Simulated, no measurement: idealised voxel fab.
process module | voxel transistor to metal
cross-section cut | 285 nm wide | cells 5 nm
A cross-section is a grid of square cells, given in bands from the top down. A band is one or more rows of cells.
Each band's line starts with the height of the band's top and of its bottom, in nm. Then come its materials from left to right, each with its width in nm. One material with "throughout" fills the band from edge to edge. "air" is empty space.
Height 0 is the level under which the wafer as received is all one material. The lowest band goes on downwards, as in "0 down".
A width such as "30 to 40" changes by the same amount from each row of cells to the next, from the band's top row to its bottom row.
"no change" after a step means that no cell of the cross-section changed.
closed voids: empty space of 8 cells or more with no open way to the top, each as width x height at its distance from the left edge, in nm
after a step's settings: what the simulator itself notes on the step
overlay nm, on a step with a mask: how far to the right of its planned place the mask lay; to the left if negative
Each pair below shows a cross-section before one step and the cross-section after it, down to the lowest band that changed. The line under each pair gives the step between them, with its settings. The pairs can come from different runs of this module on the same starting wafer, so a pair continues from the pair above only where its "before" says so.
before
  35 to 20: SiO2 35 | TiN 5 | W 5 | TiN 5 | SiO2 60 | TiN 5 | W 5 | TiN 5 | SiO2 30 | TiN 5 | W 5 | TiN 5 | SiO2 60 | TiN 5 | W 5 | TiN 5 | SiO2 40
  20 to 0: SiO2 35 | TiN 5 | W 5 | TiN 5 | SiO2 5 | SiN 5 | HfO2 5 | TiN 5 | W 20 | TiN 5 | HfO2 5 | SiN 5 | SiO2 5 | TiN 5 | W 5 | TiN 5 | SiO2 30 | TiN 5 | W 5 | TiN 5 | SiO2 5 | SiN 5 | HfO2 5 | TiN 5 | W 20 | TiN 5 | HfO2 5 | SiN 5 | SiO2 5 | TiN 5 | W 5 | TiN 5 | SiO2 40
  0 to -5: SiO2 30 | SiN 5 | TiN 5 | W 5 | TiN 5 | SiO2 5 | SiN 5 | HfO2 5 | TiN 30 | HfO2 5 | SiN 5 | SiO2 5 | TiN 5 | W 5 | TiN 5 | SiN 5 | SiO2 20 | SiN 5 | TiN 5 | W 5 | TiN 5 | SiO2 5 | SiN 5 | HfO2 5 | TiN 30 | HfO2 5 | SiN 5 | SiO2 5 | TiN 5 | W 5 | TiN 5 | SiN 5 | SiO2 35
  -5 to -10: SiO2 35 | TiN 15 | SiGe 5 | SiO2 5 | HfO2 40 | SiO2 5 | SiGe 5 | TiN 15 | SiO2 30 | TiN 15 | SiGe 5 | SiO2 5 | HfO2 40 | SiO2 5 | SiGe 5 | TiN 15 | SiO2 40
  -10 to -15: SiO2 35 | SiGe 20 | Si 50 | SiGe 20 | SiO2 30 | SiGe 20 | Si 50 | SiGe 20 | SiO2 40
  -15 to -40: SiO2 35 | Si 90 | SiO2 30 | Si 90 | SiO2 40
  -40 down: Si throughout
  closed voids: none
after
  40 to 35: SiCN throughout
  below 35: unchanged
  closed voids: none
the step between: op DIRECTIONAL_DEP | material SiCN | thk nm 5
before: the cross-section after the pair above
after
  65 to 40: Ru throughout
  below 40: unchanged
  closed voids: none
the step between: op DIRECTIONAL_DEP | material Ru | thk nm 25
before: the cross-section after the pair above
after
  65 to 40: air 35 | Ru 15 | air 60 | Ru 15 | air 30 | Ru 15 | air 60 | Ru 15 | air 40
  below 40: unchanged
  closed voids: none
the step between: op MASKED_ETCH | tone cover | mask id METAL_1 | width nm 15 | etch materials Ru | depth nm 25 | overlay nm 0
before: the cross-section after the pair above
after
  70 to 65: SiO2 throughout
  65 to 40: SiO2 35 | Ru 15 | SiO2 60 | Ru 15 | SiO2 30 | Ru 15 | SiO2 60 | Ru 15 | SiO2 40
  below 40: unchanged
  closed voids: none
the step between: op FILL_DEP | material SiO2 | thk nm 5
before: the cross-section after the pair above
after
  65 to 40: SiO2 35 | Ru 15 | SiO2 60 | Ru 15 | SiO2 30 | Ru 15 | SiO2 60 | Ru 15 | SiO2 40
  below 40: unchanged
  closed voids: none
the step between: op CMP | height nm 65
before: the cross-section after the pair above
after
  70 to 65: SiN throughout
  below 65: unchanged
  closed voids: none
the step between: op CONFORMAL_DEP | material SiN | thk nm 5
before
  35 to 20: SiO2 throughout
  20 to 0: SiO2 55 | SiN 5 | HfO2 5 | TiN 5 | W 20 | TiN 5 | HfO2 5 | SiN 5 | SiO2 70 | SiN 5 | HfO2 5 | TiN 5 | W 20 | TiN 5 | HfO2 5 | SiN 5 | SiO2 60
  0 to -5: SiO2 30 | SiN 5 | SiO2 20 | SiN 5 | HfO2 5 | TiN 30 | HfO2 5 | SiN 5 | SiO2 20 | SiN 5 | SiO2 20 | SiN 5 | SiO2 20 | SiN 5 | HfO2 5 | TiN 30 | HfO2 5 | SiN 5 | SiO2 20 | SiN 5 | SiO2 35
  -5 to -10: SiO2 50 | SiGe 5 | SiO2 5 | HfO2 40 | SiO2 5 | SiGe 5 | SiO2 60 | SiGe 5 | SiO2 5 | HfO2 40 | SiO2 5 | SiGe 5 | SiO2 55
  -10 to -15: SiO2 35 | SiGe 20 | Si 50 | SiGe 20 | SiO2 30 | SiGe 20 | Si 50 | SiGe 20 | SiO2 40
  -15 to -40: SiO2 35 | Si 90 | SiO2 30 | Si 90 | SiO2 40
  -40 down: Si throughout
  closed voids: none
after
  50 to 35: air 35 | resist 15 | air 60 | resist 15 | air 30 | resist 15 | air 60 | resist 15 | air 40
  below 35: unchanged
  closed voids: none
the step between: op PATTERN | tone cover | mask id CONTACT | material resist | width nm 15 | thk nm 15 | overlay nm 0
before: the cross-section after the pair above
after
  50 to 35: air 35 | resist 15 | air 60 | resist 15 | air 30 | resist 15 | air 60 | resist 15 | air 40
  35 to 20: air 35 | SiO2 15 | air 60 | SiO2 15 | air 30 | SiO2 15 | air 60 | SiO2 15 | air 40
  20 to 0: air 35 | SiO2 15 | air 5 | SiN 5 | HfO2 5 | TiN 5 | W 20 | TiN 5 | HfO2 5 | SiN 5 | air 5 | SiO2 15 | air 30 | SiO2 15 | air 5 | SiN 5 | HfO2 5 | TiN 5 | W 20 | TiN 5 | HfO2 5 | SiN 5 | air 5 | SiO2 15 | air 40
  0 to -5: air 30 | SiN 5 | SiO2 15 | air 5 | SiN 5 | HfO2 5 | TiN 30 | HfO2 5 | SiN 5 | air 5 | SiO2 15 | SiN 5 | air 20 | SiN 5 | SiO2 15 | air 5 | SiN 5 | HfO2 5 | TiN 30 | HfO2 5 | SiN 5 | air 5 | SiO2 15 | SiN 5 | air 35
  -5 to -10: air 30 | SiO2 20 | SiGe 5 | SiO2 5 | HfO2 40 | SiO2 5 | SiGe 5 | SiO2 20 | air 20 | SiO2 20 | SiGe 5 | SiO2 5 | HfO2 40 | SiO2 5 | SiGe 5 | SiO2 20 | air 35
  below -10: unchanged
  closed voids: none
the step between: op DIRECTIONAL_ETCH | etch materials SiO2 | depth nm 45
before: the cross-section after the pair above
after
  35 to 20: air 35 | SiO2 15 | air 60 | SiO2 15 | air 30 | SiO2 15 | air 60 | SiO2 15 | air 40
  below 20: unchanged
  closed voids: none
the step between: op STRIP | etch materials resist
before: the cross-section after the pair above
after
  40 to 35: air 30 | TiN 25 | air 50 | TiN 25 | air 20 | TiN 25 | air 50 | TiN 25 | air 35
  35 to 25: air 30 | TiN 5 | SiO2 15 | TiN 5 | air 50 | TiN 5 | SiO2 15 | TiN 5 | air 20 | TiN 5 | SiO2 15 | TiN 5 | air 50 | TiN 5 | SiO2 15 | TiN 5 | air 35
  25 to 20: air 30 | TiN 5 | SiO2 15 | TiN 60 | SiO2 15 | TiN 5 | air 20 | TiN 5 | SiO2 15 | TiN 60 | SiO2 15 | TiN 5 | air 35
  20 to 5: air 30 | TiN 5 | SiO2 15 | TiN 5 | SiN 5 | HfO2 5 | TiN 5 | W 20 | TiN 5 | HfO2 5 | SiN 5 | TiN 5 | SiO2 15 | TiN 5 | air 20 | TiN 5 | SiO2 15 | TiN 5 | SiN 5 | HfO2 5 | TiN 5 | W 20 | TiN 5 | HfO2 5 | SiN 5 | TiN 5 | SiO2 15 | TiN 5 | air 35
  5 to 0: air 25 | TiN 10 | SiO2 15 | TiN 5 | SiN 5 | HfO2 5 | TiN 5 | W 20 | TiN 5 | HfO2 5 | SiN 5 | TiN 5 | SiO2 15 | TiN 10 | air 10 | TiN 10 | SiO2 15 | TiN 5 | SiN 5 | HfO2 5 | TiN 5 | W 20 | TiN 5 | HfO2 5 | SiN 5 | TiN 5 | SiO2 15 | TiN 10 | air 30
  0 to -5: air 25 | TiN 5 | SiN 5 | SiO2 15 | TiN 5 | SiN 5 | HfO2 5 | TiN 30 | HfO2 5 | SiN 5 | TiN 5 | SiO2 15 | SiN 5 | TiN 5 | air 10 | TiN 5 | SiN 5 | SiO2 15 | TiN 5 | SiN 5 | HfO2 5 | TiN 30 | HfO2 5 | SiN 5 | TiN 5 | SiO2 15 | SiN 5 | TiN 5 | air 30
  -5 to -10: TiN 30 | SiO2 20 | SiGe 5 | SiO2 5 | HfO2 40 | SiO2 5 | SiGe 5 | SiO2 20 | TiN 20 | SiO2 20 | SiGe 5 | SiO2 5 | HfO2 40 | SiO2 5 | SiGe 5 | SiO2 20 | TiN 35
  below -10: unchanged
  closed voids: none
the step between: op CONFORMAL_DEP | material TiN | thk nm 5
before: the cross-section after the pair above
after
  45 to 40: W throughout
  40 to 35: W 30 | TiN 25 | W 50 | TiN 25 | W 20 | TiN 25 | W 50 | TiN 25 | W 35
  35 to 25: W 30 | TiN 5 | SiO2 15 | TiN 5 | W 50 | TiN 5 | SiO2 15 | TiN 5 | W 20 | TiN 5 | SiO2 15 | TiN 5 | W 50 | TiN 5 | SiO2 15 | TiN 5 | W 35
  25 to 20: W 30 | TiN 5 | SiO2 15 | TiN 60 | SiO2 15 | TiN 5 | W 20 | TiN 5 | SiO2 15 | TiN 60 | SiO2 15 | TiN 5 | W 35
  20 to 5: W 30 | TiN 5 | SiO2 15 | TiN 5 | SiN 5 | HfO2 5 | TiN 5 | W 20 | TiN 5 | HfO2 5 | SiN 5 | TiN 5 | SiO2 15 | TiN 5 | W 20 | TiN 5 | SiO2 15 | TiN 5 | SiN 5 | HfO2 5 | TiN 5 | W 20 | TiN 5 | HfO2 5 | SiN 5 | TiN 5 | SiO2 15 | TiN 5 | W 35
  5 to 0: W 25 | TiN 10 | SiO2 15 | TiN 5 | SiN 5 | HfO2 5 | TiN 5 | W 20 | TiN 5 | HfO2 5 | SiN 5 | TiN 5 | SiO2 15 | TiN 10 | W 10 | TiN 10 | SiO2 15 | TiN 5 | SiN 5 | HfO2 5 | TiN 5 | W 20 | TiN 5 | HfO2 5 | SiN 5 | TiN 5 | SiO2 15 | TiN 10 | W 30
  0 to -5: W 25 | TiN 5 | SiN 5 | SiO2 15 | TiN 5 | SiN 5 | HfO2 5 | TiN 30 | HfO2 5 | SiN 5 | TiN 5 | SiO2 15 | SiN 5 | TiN 5 | W 10 | TiN 5 | SiN 5 | SiO2 15 | TiN 5 | SiN 5 | HfO2 5 | TiN 30 | HfO2 5 | SiN 5 | TiN 5 | SiO2 15 | SiN 5 | TiN 5 | W 30
  below -5: unchanged
  closed voids: none
the step between: op FILL_DEP | material W | thk nm 5
before: the cross-section after the pair above
after
  35 to 25: W 30 | TiN 5 | SiO2 15 | TiN 5 | W 50 | TiN 5 | SiO2 15 | TiN 5 | W 20 | TiN 5 | SiO2 15 | TiN 5 | W 50 | TiN 5 | SiO2 15 | TiN 5 | W 35
  below 25: unchanged
  closed voids: none
the step between: op CMP | height nm 35
before: the cross-section after the pair above
after
  40 to 35: TiN throughout
  below 35: unchanged
  closed voids: none
the step between: op DIRECTIONAL_DEP | material TiN | thk nm 5
before: the cross-section after the pair above
after
  65 to 40: Ru throughout
  below 40: unchanged
  closed voids: none
the step between: op DIRECTIONAL_DEP | material Ru | thk nm 25
before: the cross-section after the pair above
after
  65 to 40: air 35 | Ru 15 | air 60 | Ru 15 | air 30 | Ru 15 | air 60 | Ru 15 | air 40
  below 40: unchanged
  closed voids: none
the step between: op MASKED_ETCH | tone cover | mask id METAL_1 | width nm 15 | etch materials Ru | depth nm 25 | overlay nm 0
before: the cross-section after the pair above
after
  65 to 40: air 35 | Ru 15 | air 60 | Ru 15 | air 30 | Ru 15 | air 60 | Ru 15 | air 40
  40 to 35: air 35 | TiN 15 | air 60 | TiN 15 | air 30 | TiN 15 | air 60 | TiN 15 | air 40
  below 35: unchanged
  closed voids: none
the step between: op MASKED_ETCH | tone cover | mask id METAL_1 | width nm 15 | etch materials TiN | depth nm 5 | overlay nm 0
before: the cross-section after the pair above
after
  70 to 65: SiO2 throughout
  65 to 40: SiO2 35 | Ru 15 | SiO2 60 | Ru 15 | SiO2 30 | Ru 15 | SiO2 60 | Ru 15 | SiO2 40
  40 to 35: SiO2 35 | TiN 15 | SiO2 60 | TiN 15 | SiO2 30 | TiN 15 | SiO2 60 | TiN 15 | SiO2 40
  below 35: unchanged
  closed voids: none
the step between: op FILL_DEP | material SiO2 | thk nm 5
before: the cross-section after the pair above
after
  65 to 40: SiO2 35 | Ru 15 | SiO2 60 | Ru 15 | SiO2 30 | Ru 15 | SiO2 60 | Ru 15 | SiO2 40
  below 40: unchanged
  closed voids: none
the step between: op CMP | height nm 65
before: the cross-section after the pair above
after
  70 to 65: SiN throughout
  below 65: unchanged
  closed voids: none
the step between: op CONFORMAL_DEP | material SiN | thk nm 5
